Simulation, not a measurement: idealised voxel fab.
Name of the process module below: voxel released beams
Cross-section cut spans 205 nm and uses square cells 5 nm in size.
If you're reading a cross-section in this doc, picture square cells in a grid; it comes to you as bands, top ones listed first down to the bottom, and a band can be one or more rows of cells.
The entry gives the band's vertical extent as a top height and a bottom height in nm, then its horizontal make-up as materials from left to right, each with a width in nm. "blank" stands for empty space; a single material marked "throughout" fills the band edge to edge.
Height reference: 0 = level under which incoming wafer is all one material. Lowest band: no bottom, runs on downward, e.g. "0 nm and below".
Top row gets the first number, bottom row gets the second, and each row in between changes by the same step: that is how a band width like "30->40" works.
Reading "no change occurred" for a step: not a cell of the cross-section changed in it.
For the entry "Closed void roster", the listed items are empty spaces with no open way to the top whose size is 8 cells or more; each item follows the pattern width x height at distance, where distance is from the left edge and all three are in nm.
What comes after the settings on a step's line is commentary from the simulator itself on that step.
overlay nm: on a step with a mask, how far right of its planned place the mask lay; negative means left.
**The following list gives the planned process steps**
step 1: RECEIVE with material Si
step 2: CONFORMAL_DEP with material SiN, thk nm 5
step 3: DIRECTIONAL_DEP with material SiO2, thk nm 20
step 4: MASKED_ETCH with tone open, mask id ANCHOR, width nm 25, etch materials SiO2, depth nm 20, overlay nm 0
step 5: CONFORMAL_DEP with material polySi, thk nm 10
step 6: PATTERN with tone cover, mask id BEAM, material resist, width nm 80, thk nm 20, overlay nm 0
step 7: DIRECTIONAL_ETCH with etch materials polySi, depth nm 10
step 8: STRIP with etch materials resist
step 9: STRIP with etch materials SiO2
**Below: the first of two wafers, run as planned**
**This is the cross-section of the wafer as we received it, i.e. after step 1**
* 0 nm and below  Si throughout
* Closed void roster: none
**Wafer section view after processing step 2**
* 5 nm to 0 nm  SiN throughout
* All layers under 0 are left as they were.
**Wafer section view after processing step 3**
* 25 nm to 5 nm  SiO2 throughout
* All layers under 5 are left as they were.
**Wafer section view after processing step 4**
* 25 nm to 5 nm  SiO2=65, blank=25, SiO2=115
* All layers under 5 are left as they were.
**Wafer section view after processing step 5**
* 35 nm to 25 nm  polySi=75, blank=5, polySi=125
* 25 nm to 15 nm  SiO2=65, polySi=10, blank=5, polySi=10, SiO2=115
* 15 nm to 5 nm  SiO2=65, polySi=25, SiO2=115
* All layers under 5 are left as they were.
**Wafer section view after processing step 6**
* 55 nm to 35 nm  blank=60, resist=80, blank=65
* 35 nm to 25 nm  polySi=75, resist=5, polySi=125
* 25 nm to 15 nm  SiO2=65, polySi=10, resist=5, polySi=10, SiO2=115
* All layers under 15 are left as they were.
**Wafer section view after processing step 7**
* 55 nm to 35 nm  blank=60, resist=80, blank=65
* 35 nm to 25 nm  blank=60, polySi=15, resist=5, polySi=60, blank=65
* All layers under 25 are left as they were.
**Wafer section view after processing step 8**
* 35 nm to 25 nm  blank=60, polySi=15, blank=5, polySi=60, blank=65
* 25 nm to 15 nm  SiO2=65, polySi=10, blank=5, polySi=10, SiO2=115
* All layers under 15 are left as they were.
**Wafer section view after processing step 9**
* 35 nm to 25 nm  blank=60, polySi=15, blank=5, polySi=60, blank=65
* 25 nm to 15 nm  blank=65, polySi=10, blank=5, polySi=10, blank=115
* 15 nm to 5 nm  blank=65, polySi=25, blank=115
* All layers under 5 are left as they were.
**second wafer: like start, like plan, one mistake. Through step 5 it matches the first wafer**
**Look at the second wafer in cross-section at the time step 6 ought to have finished**
* 55 nm to 35 nm  blank=65, resist=80, blank=60
* 35 nm to 25 nm  polySi=75, resist=5, polySi=125
* 25 nm to 15 nm  SiO2=65, polySi=10, resist=5, polySi=10, SiO2=115
* All layers under 15 are left as they were.
**Look at the second wafer in cross-section at the time step 7 ought to have finished**
* 55 nm to 35 nm  blank=65, resist=80, blank=60
* 35 nm to 25 nm  blank=65, polySi=10, resist=5, polySi=65, blank=60
* All layers under 25 are left as they were.
**Look at the second wafer in cross-section at the time step 8 ought to have finished**
* 35 nm to 25 nm  blank=65, polySi=10, blank=5, polySi=65, blank=60
* 25 nm to 15 nm  SiO2=65, polySi=10, blank=5, polySi=10, SiO2=115
* All layers under 15 are left as they were.
**Look at the second wafer in cross-section at the time step 9 ought to have finished**
* 35 nm to 25 nm  blank=65, polySi=10, blank=5, polySi=65, blank=60
* 25 nm to 15 nm  blank=65, polySi=10, blank=5, polySi=10, blank=115
* 15 nm to 5 nm  blank=65, polySi=25, blank=115
* All layers under 5 are left as they were.
What was the processing mistake? it should be noted that step 6 was executed with settings other than those planned, the operation and settings actually applied being PATTERN with tone cover, mask id BEAM, material resist, width nm 80, thk nm 20, overlay nm 5
Comparing end states, the material composition by cell count is preserved from the first wafer to the second, while the locations of the cells are not.
